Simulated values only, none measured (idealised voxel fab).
process module | voxel wiring stack
cross-section cut | 235 nm wide | cells 5 nm
A cross-section is a grid of square cells, given in bands from the top down. A band is one or more rows of cells.
Each band's line starts with the height of the band's top and of its bottom, in nm. Then come its materials from left to right, each with its width in nm. One material with "throughout" fills the band from edge to edge. "air" is empty space.
Height 0 is the level under which the wafer as received is all one material. The lowest band goes on downwards, as in "0 down".
A width such as "30 to 40" changes by the same amount from each row of cells to the next, from the band's top row to its bottom row.
"no change" after a step means that no cell of the cross-section changed.
closed voids: empty space of 8 cells or more with no open way to the top, each as width x height at its distance from the left edge, in nm
after a step's settings: what the simulator itself notes on the step
overlay nm, on a step with a mask: how far to the right of its planned place the mask lay; to the left if negative
plan
1 op RECEIVE | material Si
2 op CONFORMAL_DEP | material SiO2 | thk nm 10
3 op CONFORMAL_DEP | material SiCN | thk nm 5
4 op DIRECTIONAL_DEP | material SiO2 | thk nm 25
5 op MASKED_ETCH | tone open | mask id METAL_1 | width nm 25 | pitch nm 45 | etch materials SiO2 | depth nm 25 | overlay nm 0
6 op MASKED_ETCH | tone open | mask id METAL_1 | width nm 25 | pitch nm 45 | etch materials SiCN | depth nm 5 | overlay nm 0
7 op CONFORMAL_DEP | material TiN | thk nm 5
8 op FILL_DEP | material Cu | thk nm 10
9 op CMP | height nm 40
10 op CONFORMAL_DEP | material SiCN | thk nm 5
11 op DIRECTIONAL_DEP | material lowk | thk nm 30
12 op DIRECTIONAL_DEP | material aC | thk nm 10
13 op PATTERN | tone open | mask id METAL_2_HOLES | material resist | width nm 15 | pitch nm 90 | thk nm 30 | overlay nm 0
14 op DIRECTIONAL_ETCH | etch materials aC | depth nm 10
15 op STRIP | etch materials resist
16 op DIRECTIONAL_ETCH | etch materials lowk | depth nm 30
17 op STRIP | etch materials aC
18 op MASKED_ETCH | tone open | mask id METAL_2 | width nm 25 | pitch nm 45 | etch materials lowk | depth nm 20 | overlay nm 0
19 op MASKED_ETCH | tone open | mask id METAL_2 | width nm 25 | pitch nm 45 | etch materials SiCN | depth nm 5 | overlay nm 0
20 op CONFORMAL_DEP | material TiN | thk nm 5
21 op FILL_DEP | material Cu | thk nm 5
22 op CMP | height nm 75
23 op CONFORMAL_DEP | material SiCN | thk nm 5
24 op DIRECTIONAL_DEP | material lowk | thk nm 20
25 op MASKED_ETCH | tone open | mask id PLUG_2 | width nm 15 | pitch nm 90 | etch materials lowk | depth nm 20 | overlay nm 0
26 op MASKED_ETCH | tone open | mask id PLUG_2 | width nm 15 | pitch nm 90 | etch materials SiCN | depth nm 5 | overlay nm 0
27 op EPI | material Ru | thk nm 10
28 op EPI | material Ru | thk nm 10
29 op EPI | material Ru | thk nm 5
30 op CONFORMAL_DEP | material SiN | thk nm 5
31 op DIRECTIONAL_DEP | material lowk | thk nm 15
32 op PATTERN | tone open | mask id METAL_3 | material resist | width nm 25 | pitch nm 45 | thk nm 20 | overlay nm 0
33 op DIRECTIONAL_ETCH | etch materials lowk | depth nm 15
34 op DIRECTIONAL_ETCH | etch materials SiN | depth nm 5
35 op STRIP | etch materials resist
36 op CONFORMAL_DEP | material TiN | thk nm 5
37 op FILL_DEP | material Cu | thk nm 10
38 op CMP | height nm 120
39 op EPI | material Ru | thk nm 5
40 op FILL_DEP | material SiCN | thk nm 5
41 op DIRECTIONAL_DEP | material SiO2 | thk nm 10
42 op PATTERN | tone open | mask id PLUG_3 | material resist | width nm 15 | pitch nm 45 | thk nm 15 | overlay nm 0
43 op DIRECTIONAL_ETCH | etch materials SiO2 | depth nm 10
44 op DIRECTIONAL_ETCH | etch materials SiCN | depth nm 5
45 op STRIP | etch materials resist
46 op EPI | material Ru | thk nm 10
47 op EPI | material Ru | thk nm 5
48 op CONFORMAL_DEP | material SiCN | thk nm 5
49 op DIRECTIONAL_DEP | material SiO2 | thk nm 20
50 op PATTERN | tone open | mask id METAL_4 | material resist | width nm 25 | pitch nm 45 | thk nm 15 | overlay nm 0
51 op DIRECTIONAL_ETCH | etch materials SiO2 | depth nm 20
52 op DIRECTIONAL_ETCH | etch materials SiCN | depth nm 5
53 op STRIP | etch materials resist
54 op CONFORMAL_DEP | material TiN | thk nm 5
55 op FILL_DEP | material W | thk nm 10
56 op CMP | height nm 165
57 op CONFORMAL_DEP | material SiCN | thk nm 5
as received, after step 1
  0 down: Si throughout
  closed voids: none
first wafer at the end, as planned
  170 to 165: SiCN throughout
  165 to 145: SiO2 60 | TiN 5 | W 15 | TiN 5 | SiO2 20 | TiN 5 | W 15 | TiN 5 | SiO2 20 | TiN 5 | W 15 | TiN 5 | SiO2 60
  145 to 140: SiCN 60 | TiN 25 | SiCN 20 | TiN 25 | SiCN 20 | TiN 25 | SiCN 60
  140 to 130: SiO2 60 | Ru 15 | SiO2 30 | Ru 15 | SiO2 30 | Ru 15 | SiO2 70
  130 to 120: SiCN 60 to 55 | Ru 15 to 35 | SiCN 30 to 10 | Ru 15 to 35 | SiCN 30 to 10 | Ru 15 to 35 | SiCN 70 to 55
  120 to 105: lowk 60 | TiN 5 | Cu 15 | TiN 5 | lowk 20 | TiN 5 | Cu 15 | TiN 5 | lowk 20 | TiN 5 | Cu 15 | TiN 5 | lowk 60
  105 to 100: SiN 60 | TiN 25 | SiN 20 | TiN 25 | SiN 20 | TiN 25 | SiN 60
  100 to 80: lowk 60 | Ru 15 | lowk 75 | Ru 15 | lowk 70
  80 to 75: SiCN 60 | Ru 15 | SiCN 75 | Ru 15 | SiCN 70
  75 to 60: lowk 60 | TiN 5 | Cu 15 | TiN 5 | lowk 20 | TiN 5 | Cu 15 | TiN 5 | lowk 20 | TiN 5 | Cu 15 | TiN 5 | lowk 60
  60 to 55: lowk 60 | TiN 5 | Cu 5 | TiN 15 | lowk 20 | TiN 25 | lowk 20 | TiN 5 | Cu 5 | TiN 15 | lowk 60
  55 to 45: lowk 60 | TiN 5 | Cu 5 | TiN 5 | lowk 75 | TiN 5 | Cu 5 | TiN 5 | lowk 70
  45 to 40: SiCN 60 | TiN 15 | SiCN 75 | TiN 15 | SiCN 70
  40 to 15: SiO2 60 | TiN 5 | Cu 15 | TiN 5 | SiO2 20 | TiN 5 | Cu 15 | TiN 5 | SiO2 20 | TiN 5 | Cu 15 | TiN 5 | SiO2 60
  15 to 10: SiCN 60 | TiN 25 | SiCN 20 | TiN 25 | SiCN 20 | TiN 25 | SiCN 60
  10 to 0: SiO2 throughout
  0 down: Si throughout
  closed voids: none
second wafer at the end: like start, like plan, one mistake
  170 to 165: SiCN throughout
  165 to 145: SiO2 60 | TiN 5 | W 15 | TiN 5 | SiO2 20 | TiN 5 | W 15 | TiN 5 | SiO2 20 | TiN 5 | W 15 | TiN 5 | SiO2 60
  145 to 140: SiCN 60 | TiN 25 | SiCN 20 | TiN 25 | SiCN 20 | TiN 25 | SiCN 60
  140 to 130: SiO2 60 | SiCN 5 | TiN 5 | SiCN 5 | SiO2 30 | SiCN 5 | TiN 5 | SiCN 5 | SiO2 30 | SiCN 5 | TiN 5 | SiCN 5 | SiO2 70
  130 to 120: SiCN 60 to 55 | Ru 15 to 35 | SiCN 30 to 10 | Ru 15 to 35 | SiCN 30 to 10 | Ru 15 to 35 | SiCN 70 to 55
  120 to 105: lowk 60 | TiN 5 | Cu 15 | TiN 5 | lowk 20 | TiN 5 | Cu 15 | TiN 5 | lowk 20 | TiN 5 | Cu 15 | TiN 5 | lowk 60
  105 to 100: SiN 60 | TiN 25 | SiN 20 | TiN 25 | SiN 20 | TiN 25 | SiN 60
  100 to 80: lowk 60 | Ru 15 | lowk 75 | Ru 15 | lowk 70
  80 to 75: SiCN 60 | Ru 15 | SiCN 75 | Ru 15 | SiCN 70
  75 to 60: lowk 60 | TiN 5 | Cu 15 | TiN 5 | lowk 20 | TiN 5 | Cu 15 | TiN 5 | lowk 20 | TiN 5 | Cu 15 | TiN 5 | lowk 60
  60 to 55: lowk 60 | TiN 5 | Cu 5 | TiN 15 | lowk 20 | TiN 25 | lowk 20 | TiN 5 | Cu 5 | TiN 15 | lowk 60
  55 to 45: lowk 60 | TiN 5 | Cu 5 | TiN 5 | lowk 75 | TiN 5 | Cu 5 | TiN 5 | lowk 70
  45 to 40: SiCN 60 | TiN 15 | SiCN 75 | TiN 15 | SiCN 70
  40 to 15: SiO2 60 | TiN 5 | Cu 15 | TiN 5 | SiO2 20 | TiN 5 | Cu 15 | TiN 5 | SiO2 20 | TiN 5 | Cu 15 | TiN 5 | SiO2 60
  15 to 10: SiCN 60 | TiN 25 | SiCN 20 | TiN 25 | SiCN 20 | TiN 25 | SiCN 60
  10 to 0: SiO2 throughout
  0 down: Si throughout
  closed voids: none
what went wrong: step 46 was left out
at the end the second wafer has, in cells: 18 fewer of Ru | 12 more of SiCN | 6 more of TiN
